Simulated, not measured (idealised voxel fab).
Documented hereafter: the process module known as voxel transistor to metal.
cross-section cut | 295 nm wide | cells 5 nm
Bands, listed from the top down, are how a cross-section gets written in this document; the cross-section itself is a grid of square cells, and a band is one or more rows of them.
It is stipulated that each band's entry specify, in nanometres, the height of the top of the band and then that of its bottom, followed by the materials of the band in left-to-right sequence, each together with its width in nanometres. A single material marked by the word "throughout" is understood to fill the band from edge to edge; the word "air" is understood to denote empty space.
Counting heights begins at 0, where everything beneath is, in the wafer as received, one material. The lowest band has no bottom; it goes on downwards, as "from 0 down" shows.
The expression "30->40" gives the width at the extremes of the band, the first number at its top row of cells and the second at its bottom row, with the width changing by equal amounts from each row to the next in between.
The designation "nothing different", where it is given for a processing step, indicates that no cell of the cross-section was altered in the course of that step.
"Fully sealed cavities" specifies each empty space that is not open to the top and that occupies no fewer than 8 cells, using the form width x height at distance, the distance measured from the left edge and all three quantities in nm.
Whatever follows a step's settings on its line is a remark the simulator itself makes about that step.
Each step line may optionally specify "overlay nm", which for a step with a mask gives the rightward distance between the mask's planned place and where it lay, a negative value indicating the leftward direction.

**plan**
| 1 | RECEIVE with material Si |
| 2 | OXIDIZE with depth nm 5 |
| 3 | CONFORMAL_DEP with material SiN, thk nm 10 |
| 4 | PATTERN with tone cover, mask id ACTIVE, material resist, width nm 110, pitch nm 130, thk nm 15, overlay nm 0 |
| 5 | DIRECTIONAL_ETCH with etch materials SiN, depth nm 10 |
| 6 | DIRECTIONAL_ETCH with etch materials SiO2, depth nm 5 |
| 7 | DIRECTIONAL_ETCH with etch materials Si, depth nm 35 |
| 8 | STRIP with etch materials resist |
| 9 | FILL_DEP with material SiO2, thk nm 5 |
| 10 | CMP with height nm 10 |
| 11 | SELECTIVE_ETCH with etch materials SiO2, depth nm 10 |
| 12 | STRIP with etch materials SiN |
| 13 | SELECTIVE_ETCH with etch materials SiO2, depth nm 5 |
| 14 | OXIDIZE with depth nm 5 |
| 15 | DIRECTIONAL_DEP with material polySi, thk nm 25 |
| 16 | DIRECTIONAL_DEP with material SiCN, thk nm 10 |
| 17 | MASKED_ETCH with tone cover, mask id GATE, width nm 30, pitch nm 130, etch materials SiCN, depth nm 20, overlay nm 0 |
| 18 | MASKED_ETCH with tone cover, mask id GATE, width nm 30, pitch nm 130, etch materials polySi, depth nm 35, overlay nm 0 |
| 19 | CONFORMAL_DEP with material SiN, thk nm 5 |
| 20 | DIRECTIONAL_ETCH with etch materials SiN, depth nm 5 |
| 21 | DIRECTIONAL_ETCH with etch materials SiO2, depth nm 5 |
| 22 | DIRECTIONAL_ETCH with etch materials Si, depth nm 15 |
| 23 | EPI with material nSi, thk nm 15 |
| 24 | FILL_DEP with material SiO2, thk nm 10 |
| 25 | CMP with height nm 20 |
| 26 | STRIP with etch materials polySi |
| 27 | SELECTIVE_ETCH with etch materials SiO2, depth nm 5 |
| 28 | CONFORMAL_DEP with material HfO2, thk nm 5 |
| 29 | CONFORMAL_DEP with material TiN, thk nm 5 |
| 30 | FILL_DEP with material W, thk nm 5 |
| 31 | CMP with height nm 15 |
| 32 | DIRECTIONAL_DEP with material SiO2, thk nm 15 |
| 33 | PATTERN with tone open, mask id CONTACT, material resist, width nm 15, thk nm 20, overlay nm 0 |
| 34 | DIRECTIONAL_ETCH with etch materials SiO2, depth nm 40 |
| 35 | STRIP with etch materials resist |
| 36 | CONFORMAL_DEP with material TiN, thk nm 5 |
| 37 | FILL_DEP with material Ru, thk nm 10 |
| 38 | CMP with height nm 30 |
| 39 | DIRECTIONAL_DEP with material TiN, thk nm 5 |
| 40 | DIRECTIONAL_DEP with material W, thk nm 15 |
| 41 | PATTERN with tone cover, mask id METAL_1, material resist, width nm 15, thk nm 20, overlay nm 0 |
| 42 | DIRECTIONAL_ETCH with etch materials W, depth nm 15 |
| 43 | DIRECTIONAL_ETCH with etch materials TiN, depth nm 5 |
| 44 | STRIP with etch materials resist |
| 45 | CONFORMAL_DEP with material SiCN, thk nm 5 |
| 46 | FILL_DEP with material lowk, thk nm 10 |
| 47 | CMP with height nm 50 |
| 48 | CONFORMAL_DEP with material SiCN, thk nm 5 |

**Wafer at receipt (post step 1), cross-section**
> from 0 down: Si throughout
> Fully sealed cavities: none

**Cross-section taken at module completion on the first of two wafers; processed per the plan**
> from 55 to 50: SiCN throughout
> from 50 to 35: 30 lowk; 5 SiCN; 15 W; 5 SiCN; 50 lowk; 5 SiCN; 15 W; 5 SiCN; 30 lowk; 5 SiCN; 15 W; 5 SiCN; 50 lowk; 5 SiCN; 15 W; 5 SiCN; 35 lowk
> from 35 to 30: 35 SiCN; 15 TiN; 60 SiCN; 15 TiN; 40 SiCN; 15 TiN; 60 SiCN; 15 TiN; 40 SiCN
> from 30 to 15: 35 SiO2; 5 TiN; 5 Ru; 5 TiN; 60 SiO2; 5 TiN; 5 Ru; 5 TiN; 40 SiO2; 5 TiN; 5 Ru; 5 TiN; 60 SiO2; 5 TiN; 5 Ru; 5 TiN; 40 SiO2
> from 15 to 10: 35 SiO2; 5 TiN; 5 Ru; 5 TiN; 10 SiO2; 5 SiN; 5 HfO2; 5 TiN; 10 W; 5 TiN; 5 HfO2; 5 SiN; 10 SiO2; 5 TiN; 5 Ru; 5 TiN; 40 SiO2; 5 TiN; 5 Ru; 5 TiN; 10 SiO2; 5 SiN; 5 HfO2; 5 TiN; 10 W; 5 TiN; 5 HfO2; 5 SiN; 10 SiO2; 5 TiN; 5 Ru; 5 TiN; 40 SiO2
> from 10 to 5: 35 SiO2; 15 TiN; 10 SiO2; 5 SiN; 5 HfO2; 5 TiN; 10 W; 5 TiN; 5 HfO2; 5 SiN; 10 SiO2; 15 TiN; 40 SiO2; 15 TiN; 10 SiO2; 5 SiN; 5 HfO2; 5 TiN; 10 W; 5 TiN; 5 HfO2; 5 SiN; 10 SiO2; 15 TiN; 40 SiO2
> from 5 to 0: 35 SiO2; 10 TiN; 15 nSi; 5 SiN; 5 HfO2; 5 TiN; 10 W; 5 TiN; 5 HfO2; 5 SiN; 15 nSi; 10 TiN; 40 SiO2; 10 TiN; 15 nSi; 5 SiN; 5 HfO2; 5 TiN; 10 W; 5 TiN; 5 HfO2; 5 SiN; 15 nSi; 10 TiN; 40 SiO2
> from 0 to -5: 35 SiO2; 10 TiN; 15 nSi; 5 SiN; 5 HfO2; 20 TiN; 5 HfO2; 5 SiN; 15 nSi; 10 TiN; 40 SiO2; 10 TiN; 15 nSi; 5 SiN; 5 HfO2; 20 TiN; 5 HfO2; 5 SiN; 15 nSi; 10 TiN; 40 SiO2
> from -5 to -10: 35 SiO2; 10 TiN; 15 nSi; 40 HfO2; 15 nSi; 10 TiN; 40 SiO2; 10 TiN; 15 nSi; 40 HfO2; 15 nSi; 10 TiN; 40 SiO2
> from -10 to -25: 25 SiO2; 35 nSi; 40 Si; 35 nSi; 20 SiO2; 35 nSi; 40 Si; 35 nSi; 30 SiO2
> from -25 to -40: 25 SiO2; 110 Si; 20 SiO2; 110 Si; 30 SiO2
> from -40 down: Si throughout
> Fully sealed cavities: none

**Cross-sectional image of the second wafer of the two following completion of the module. Starting state and process plan were the same as for the first wafer; one execution error occurred**
> from 55 to 50: SiCN throughout
> from 50 to 35: 30 lowk; 5 SiCN; 15 W; 5 SiCN; 50 lowk; 5 SiCN; 15 W; 5 SiCN; 30 lowk; 5 SiCN; 15 W; 5 SiCN; 50 lowk; 5 SiCN; 15 W; 5 SiCN; 35 lowk
> from 35 to 30: 35 SiCN; 15 TiN; 60 SiCN; 15 TiN; 40 SiCN; 15 TiN; 60 SiCN; 15 TiN; 40 SiCN
> from 30 to 15: 35 SiO2; 5 TiN; 5 Ru; 5 TiN; 60 SiO2; 5 TiN; 5 Ru; 5 TiN; 40 SiO2; 5 TiN; 5 Ru; 5 TiN; 60 SiO2; 5 TiN; 5 Ru; 5 TiN; 40 SiO2
> from 15 to 10: 35 SiO2; 5 TiN; 5 Ru; 5 TiN; 10 SiO2; 5 SiN; 5 HfO2; 5 TiN; 10 W; 5 TiN; 5 HfO2; 5 SiN; 10 SiO2; 5 TiN; 5 Ru; 5 TiN; 40 SiO2; 5 TiN; 5 Ru; 5 TiN; 10 SiO2; 5 SiN; 5 HfO2; 5 TiN; 10 W; 5 TiN; 5 HfO2; 5 SiN; 10 SiO2; 5 TiN; 5 Ru; 5 TiN; 40 SiO2
> from 10 to 5: 35 SiO2; 15 TiN; 10 SiO2; 5 SiN; 5 HfO2; 5 TiN; 10 W; 5 TiN; 5 HfO2; 5 SiN; 10 SiO2; 15 TiN; 40 SiO2; 15 TiN; 10 SiO2; 5 SiN; 5 HfO2; 5 TiN; 10 W; 5 TiN; 5 HfO2; 5 SiN; 10 SiO2; 15 TiN; 40 SiO2
> from 5 to 0: 35 SiO2; 10 TiN; 15 nSi; 5 SiN; 5 HfO2; 5 TiN; 10 W; 5 TiN; 5 HfO2; 5 SiN; 15 nSi; 10 TiN; 40 SiO2; 10 TiN; 15 nSi; 5 SiN; 5 HfO2; 5 TiN; 10 W; 5 TiN; 5 HfO2; 5 SiN; 15 nSi; 10 TiN; 40 SiO2
> from 0 to -5: 35 SiO2; 10 TiN; 15 nSi; 5 SiN; 5 HfO2; 20 TiN; 5 HfO2; 5 SiN; 15 nSi; 10 TiN; 40 SiO2; 10 TiN; 15 nSi; 5 SiN; 5 HfO2; 20 TiN; 5 HfO2; 5 SiN; 15 nSi; 10 TiN; 40 SiO2
> from -5 to -10: 35 SiO2; 10 TiN; 15 nSi; 40 HfO2; 15 nSi; 10 TiN; 40 SiO2; 10 TiN; 15 nSi; 40 HfO2; 15 nSi; 10 TiN; 40 SiO2
> from -10 to -25: 25 SiO2; 35 nSi; 40 Si; 40 nSi; 15 SiO2; 35 nSi; 40 Si; 40 nSi; 25 SiO2
> from -25 to -40: 25 SiO2; 115 Si; 15 SiO2; 115 Si; 25 SiO2
> from -40 down: Si throughout
> Fully sealed cavities: none
Processing error: the process deviated at step 4: the operation and settings actually run there were PATTERN with tone cover, mask id ACTIVE, material resist, width nm 115, pitch nm 130, thk nm 15, overlay nm 0
Materials where the second wafer ends with more or fewer cells than the first: 6 more of Si, 12 fewer of SiO2, 6 more of nSi
